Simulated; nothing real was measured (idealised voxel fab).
Name of the process module below: voxel transistor to metal
In the cross-section labelled cut, the width is 300 nm and each square cell is 5 nm.
For the purposes of this document, a cross-section shall be understood as a grid of square cells, specified as bands listed in top-to-bottom order, each band consisting of one or more rows of cells. Band: top and bottom heights (nm) first, top before bottom; then materials from left to right, widths in nm. "edge to edge" marks a sole material filling the band edge to edge. "air" denotes empty space. Heights are expressed relative to 0, this being the level below which the as-received wafer comprises one material exclusively. The lowest band is unbounded in the downward direction and is denoted as in "z 0 and below". Per-row width for "30 to 40": begins at first number (top row of band), ends at second number (bottom row), increment between rows held constant. Where a step carries "no change occurred", the cross-section came out of it unchanged, cell for cell. Each empty space that has no open way to the top and spans at least 8 cells appears under "Cavities, sealed" as width x height at distance, the distance counted from the left edge, all in nm. The remark found on a step's line after its settings is issued by the simulator itself and pertains to that step. A step's line can hold "overlay nm"; with a mask on that step, the setting says how far right of the planned place the mask lay, while a negative setting says it lay to the left.
# Listed below are the process steps as planned
| 1 | RECEIVE: material Si |
| 2 | CONFORMAL_DEP: material SiO2, thk nm 5 |
| 3 | CONFORMAL_DEP: material SiN, thk nm 15 |
| 4 | PATTERN: tone cover, mask id ACTIVE, material resist, width nm 115, pitch nm 145, thk nm 20, overlay nm 0 |
| 5 | DIRECTIONAL_ETCH: etch materials SiN, depth nm 15 |
| 6 | DIRECTIONAL_ETCH: etch materials SiO2, depth nm 5 |
| 7 | DIRECTIONAL_ETCH: etch materials Si, depth nm 25 |
| 8 | STRIP: etch materials resist |
| 9 | OXIDIZE: depth nm 5 |
| 10 | FILL_DEP: material SiO2, thk nm 10 |
| 11 | CMP: height nm 20 |
| 12 | SELECTIVE_ETCH: etch materials SiO2, depth nm 5 |
| 13 | STRIP: etch materials SiN |
| 14 | SELECTIVE_ETCH: etch materials SiO2, depth nm 5 |
| 15 | OXIDIZE: depth nm 5 |
| 16 | DIRECTIONAL_DEP: material polySi, thk nm 25 |
| 17 | DIRECTIONAL_DEP: material SiCN, thk nm 10 |
| 18 | MASKED_ETCH: tone cover, mask id GATE, width nm 25, pitch nm 145, etch materials SiCN, depth nm 20, overlay nm 0 |
| 19 | MASKED_ETCH: tone cover, mask id GATE, width nm 25, pitch nm 145, etch materials polySi, depth nm 35, overlay nm 0 |
| 20 | CONFORMAL_DEP: material SiN, thk nm 10 |
| 21 | DIRECTIONAL_ETCH: etch materials SiN, depth nm 10 |
| 22 | DIRECTIONAL_ETCH: etch materials SiO2, depth nm 5 |
| 23 | DIRECTIONAL_ETCH: etch materials Si, depth nm 15 |
| 24 | EPI: material nSi, thk nm 20 |
| 25 | FILL_DEP: material SiO2, thk nm 10 |
| 26 | CMP: height nm 35 |
| 27 | DIRECTIONAL_DEP: material SiO2, thk nm 10 |
| 28 | MASKED_ETCH: tone open, mask id CONTACT, width nm 30, etch materials SiO2, depth nm 45, overlay nm 0 |
| 29 | CONFORMAL_DEP: material TiN, thk nm 5 |
| 30 | FILL_DEP: material Ru, thk nm 5 |
| 31 | CMP: height nm 45 |
| 32 | DIRECTIONAL_DEP: material TiN, thk nm 5 |
| 33 | DIRECTIONAL_DEP: material W, thk nm 15 |
| 34 | PATTERN: tone cover, mask id METAL_1, material resist, width nm 20, thk nm 15, overlay nm 0 |
| 35 | DIRECTIONAL_ETCH: etch materials W, depth nm 15 |
| 36 | DIRECTIONAL_ETCH: etch materials TiN, depth nm 5 |
| 37 | STRIP: etch materials resist |
| 38 | FILL_DEP: material lowk, thk nm 10 |
| 39 | CMP: height nm 65 |
| 40 | CONFORMAL_DEP: material SiCN, thk nm 5 |
| 41 | DIRECTIONAL_DEP: material SiO2, thk nm 30 |
| 42 | PATTERN: tone open, mask id METAL_2_HOLES, material resist, width nm 15, pitch nm 145, thk nm 20, overlay nm 0 |
| 43 | DIRECTIONAL_ETCH: etch materials SiO2, depth nm 30 |
| 44 | STRIP: etch materials resist |
| 45 | PATTERN: tone open, mask id METAL_2, material resist, width nm 20, pitch nm 145, thk nm 20, overlay nm 0 |
| 46 | DIRECTIONAL_ETCH: etch materials SiO2, depth nm 15 |
| 47 | DIRECTIONAL_ETCH: etch materials SiCN, depth nm 5 |
| 48 | STRIP: etch materials resist |
| 49 | CONFORMAL_DEP: material TiN, thk nm 5 |
| 50 | FILL_DEP: material Cu, thk nm 5 |
| 51 | CMP: height nm 100 |
| 52 | CONFORMAL_DEP: material SiCN, thk nm 5 |
# Received-state cross-section, reflecting completion of step 1
    z 0 and below: Si edge to edge
    Cavities, sealed: none
# End-of-module cross-section. Starting structure and process plan as above; one mistake made in running it
    z 105 to 100: SiCN edge to edge
    z 100 to 90: SiO2 30 nm, TiN 5 nm, Cu 10 nm, TiN 5 nm, SiO2 125 nm, TiN 5 nm, Cu 10 nm, TiN 5 nm, SiO2 105 nm
    z 90 to 85: SiO2 30 nm, TiN 5 nm, Cu 5 nm, TiN 10 nm, SiO2 125 nm, TiN 5 nm, Cu 5 nm, TiN 10 nm, SiO2 105 nm
    z 85 to 70: SiO2 30 nm, TiN 5 nm, Cu 5 nm, TiN 5 nm, SiO2 130 nm, TiN 5 nm, Cu 5 nm, TiN 5 nm, SiO2 110 nm
    z 70 to 65: SiCN 30 nm, TiN 15 nm, SiCN 130 nm, TiN 15 nm, SiCN 110 nm
    z 65 to 50: lowk 30 nm, W 20 nm, lowk 55 nm, W 20 nm, lowk 50 nm, W 20 nm, lowk 55 nm, W 20 nm, lowk 30 nm
    z 50 to 45: lowk 30 nm, TiN 20 nm, lowk 55 nm, TiN 20 nm, lowk 50 nm, TiN 20 nm, lowk 55 nm, TiN 20 nm, lowk 30 nm
    z 45 to 40: TiN 35 nm, Ru 20 nm, TiN 45 nm, Ru 20 nm, TiN 60 nm, Ru 20 nm, TiN 45 nm, Ru 20 nm, TiN 35 nm
    z 40 to 35: SiO2 30 nm, TiN 5 nm, Ru 15 nm, TiN 10 nm, SiO2 35 nm, TiN 10 nm, Ru 15 nm, TiN 5 nm, SiO2 50 nm, TiN 5 nm, Ru 15 nm, TiN 10 nm, SiO2 35 nm, TiN 10 nm, Ru 15 nm, TiN 5 nm, SiO2 30 nm
    z 35 to 25: SiO2 30 nm, TiN 5 nm, Ru 15 nm, TiN 5 nm, SiN 10 nm, SiCN 25 nm, SiN 10 nm, TiN 5 nm, Ru 15 nm, TiN 5 nm, SiO2 50 nm, TiN 5 nm, Ru 15 nm, TiN 5 nm, SiN 10 nm, SiCN 25 nm, SiN 10 nm, TiN 5 nm, Ru 15 nm, TiN 5 nm, SiO2 30 nm
    z 25 to 20: SiO2 30 nm, TiN 5 nm, Ru 15 nm, TiN 5 nm, SiN 10 nm, polySi 25 nm, SiN 10 nm, TiN 5 nm, Ru 15 nm, TiN 5 nm, SiO2 50 nm, TiN 5 nm, Ru 15 nm, TiN 5 nm, SiN 10 nm, polySi 25 nm, SiN 10 nm, TiN 5 nm, Ru 15 nm, TiN 5 nm, SiO2 30 nm
    z 20 to 15: SiO2 30 nm, TiN 25 nm, SiN 10 nm, polySi 25 nm, SiN 10 nm, TiN 25 nm, SiO2 50 nm, TiN 25 nm, SiN 10 nm, polySi 25 nm, SiN 10 nm, TiN 25 nm, SiO2 30 nm
    z 15 to 10: SiO2 30 nm, TiN 5 nm, nSi 20 nm, SiN 10 nm, polySi 25 nm, SiN 10 nm, nSi 20 nm, TiN 5 nm, SiO2 50 nm, TiN 5 nm, nSi 20 nm, SiN 10 nm, polySi 25 nm, SiN 10 nm, nSi 20 nm, TiN 5 nm, SiO2 30 nm
    z 10 to 0: SiO2 15 nm, SiN 10 nm, SiO2 5 nm, TiN 5 nm, nSi 20 nm, SiN 10 nm, polySi 25 nm, SiN 10 nm, nSi 20 nm, TiN 5 nm, SiO2 5 nm, SiN 10 nm, SiO2 20 nm, SiN 10 nm, SiO2 5 nm, TiN 5 nm, nSi 20 nm, SiN 10 nm, polySi 25 nm, SiN 10 nm, nSi 20 nm, TiN 5 nm, SiO2 5 nm, SiN 10 nm, SiO2 15 nm
    z 0 to -5: SiO2 25 nm, nSi 30 nm, SiO2 45 nm, nSi 30 nm, SiO2 40 nm, nSi 30 nm, SiO2 45 nm, nSi 30 nm, SiO2 25 nm
    z -5 to -20: SiO2 25 nm, nSi 30 nm, Si 45 nm, nSi 30 nm, SiO2 40 nm, nSi 30 nm, Si 45 nm, nSi 30 nm, SiO2 25 nm
    z -20 to -30: SiO2 25 nm, Si 105 nm, SiO2 40 nm, Si 105 nm, SiO2 25 nm
    z -30 and below: Si edge to edge
    Cavities, sealed: none
Short version of what went wrong: step 27 did not happen as planned, as run it was DIRECTIONAL_DEP: material SiO2, thk nm 5
